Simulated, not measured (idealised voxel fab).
voxel capacitor over wiring: a process module
The cross-section shown here is cut; it is 255 nm wide and divided into square cells measuring 5 nm on a side.
If you're reading a cross-section in this doc, picture square cells in a grid; it comes to you as bands, top ones listed first down to the bottom, and a band can be one or more rows of cells. Band: top height; bottom height; in nm. Then, left to right: material with width in nm, for each material. "full width": a single material spanning edge to edge. "air": empty space. Height reference: 0 = level under which incoming wafer is all one material. Lowest band: no bottom, runs on downward, e.g. "0 down". Think of "30..40" as a width that walks from the first number to the second as you go down the band, top row to bottom row, taking equal-sized steps from row to row. For the purposes of this document, the phrase "nothing changed" attached to a step denotes that no cell within the cross-section was modified by that step. Voids not open to the top, 8 cells minimum: see "Cavities, closed". Written width x height at distance; distance is from the left edge; nm. Post-settings text on a step line: simulator's own remark regarding the step. Steps that use a mask can have "overlay nm" on their line. It says how far the mask sat to the right of where it was meant to be. Negative means to the left.

**Below is the list of planned process steps**
1: RECEIVE with material Si
2: CONFORMAL_DEP with material SiO2, thk nm 10
3: DIRECTIONAL_DEP with material TiN, thk nm 5
4: DIRECTIONAL_DEP with material W, thk nm 25
5: MASKED_ETCH with tone cover, mask id METAL_1, width nm 25, pitch nm 80, etch materials W, depth nm 25, overlay nm 0
6: MASKED_ETCH with tone cover, mask id METAL_1, width nm 25, pitch nm 80, etch materials TiN, depth nm 5, overlay nm 0
7: CONFORMAL_DEP with material SiCN, thk nm 5
8: FILL_DEP with material lowk, thk nm 10
9: CMP with height nm 40
10: CONFORMAL_DEP with material SiCN, thk nm 5
11: DIRECTIONAL_DEP with material lowk, thk nm 15
12: PATTERN with tone open, mask id PLUG_1, material resist, width nm 15, thk nm 20, overlay nm 0
13: DIRECTIONAL_ETCH with etch materials lowk, depth nm 15
14: DIRECTIONAL_ETCH with etch materials SiCN, depth nm 5
15: STRIP with etch materials resist
16: CONFORMAL_DEP with material TiN, thk nm 5
17: FILL_DEP with material Cu, thk nm 10
18: CMP with height nm 60
19: DIRECTIONAL_DEP with material TiN, thk nm 5
20: DIRECTIONAL_DEP with material HfO2, thk nm 5
21: DIRECTIONAL_DEP with material TiN, thk nm 5
22: MASKED_ETCH with tone cover, mask id UPPER_PLATE, width nm 60, etch materials TiN, depth nm 5, overlay nm 0
23: MASKED_ETCH with tone cover, mask id UPPER_PLATE, width nm 60, etch materials HfO2, depth nm 5, overlay nm 0
24: MASKED_ETCH with tone cover, mask id LOWER_PLATE, width nm 70, etch materials TiN, depth nm 5, overlay nm 0
25: FILL_DEP with material SiO2, thk nm 15
26: CMP with height nm 85
27: MASKED_ETCH with tone open, mask id PLUG_2, width nm 15, etch materials SiO2, depth nm 10, overlay nm 0
28: CONFORMAL_DEP with material TiN, thk nm 5
29: FILL_DEP with material W, thk nm 10
30: CMP with height nm 85
31: CONFORMAL_DEP with material SiCN, thk nm 5

**Wafer at receipt (post step 1), cross-section**
* 0 down  Si full width
* Cavities, closed: none

**Figure: cross-sectional view of the wafer upon completion of the module, processed from the initial state and according to the plan depicted above, with one error introduced during execution**
* 90 to 85  SiCN full width
* 85 to 80  95 nm SiO2, then 5 nm TiN, then 5 nm W, then 5 nm TiN, then 145 nm SiO2
* 80 to 70  95..85 nm SiO2, then 15..60 nm TiN, then 145..110 nm SiO2
* 70 to 65  85 nm SiO2, then 60 nm HfO2, then 110 nm SiO2
* 65 to 60  80 nm SiO2, then 70 nm TiN, then 105 nm SiO2
* 60 to 45  85 nm lowk, then 5 nm TiN, then 5 nm Cu, then 5 nm TiN, then 155 nm lowk
* 45 to 40  85 nm SiCN, then 15 nm TiN, then 155 nm SiCN
* 40 to 20  70 nm lowk, then 5 nm SiCN, then 25 nm W, then 5 nm SiCN, then 45 nm lowk, then 5 nm SiCN, then 25 nm W, then 5 nm SiCN, then 70 nm lowk
* 20 to 15  65 nm lowk, then 10 nm SiCN, then 25 nm W, then 5 nm SiCN, then 40 nm lowk, then 10 nm SiCN, then 25 nm W, then 5 nm SiCN, then 70 nm lowk
* 15 to 10  70 nm SiCN, then 30 nm TiN, then 50 nm SiCN, then 30 nm TiN, then 75 nm SiCN
* 10 to 0  SiO2 full width
* 0 down  Si full width
* Cavities, closed: none
In executing the process, a mistake was made relative to the plan: step 6 was not run as planned; what actually ran was MASKED_ETCH with tone cover, mask id METAL_1, width nm 25, pitch nm 80, etch materials TiN, depth nm 5, overlay nm -5
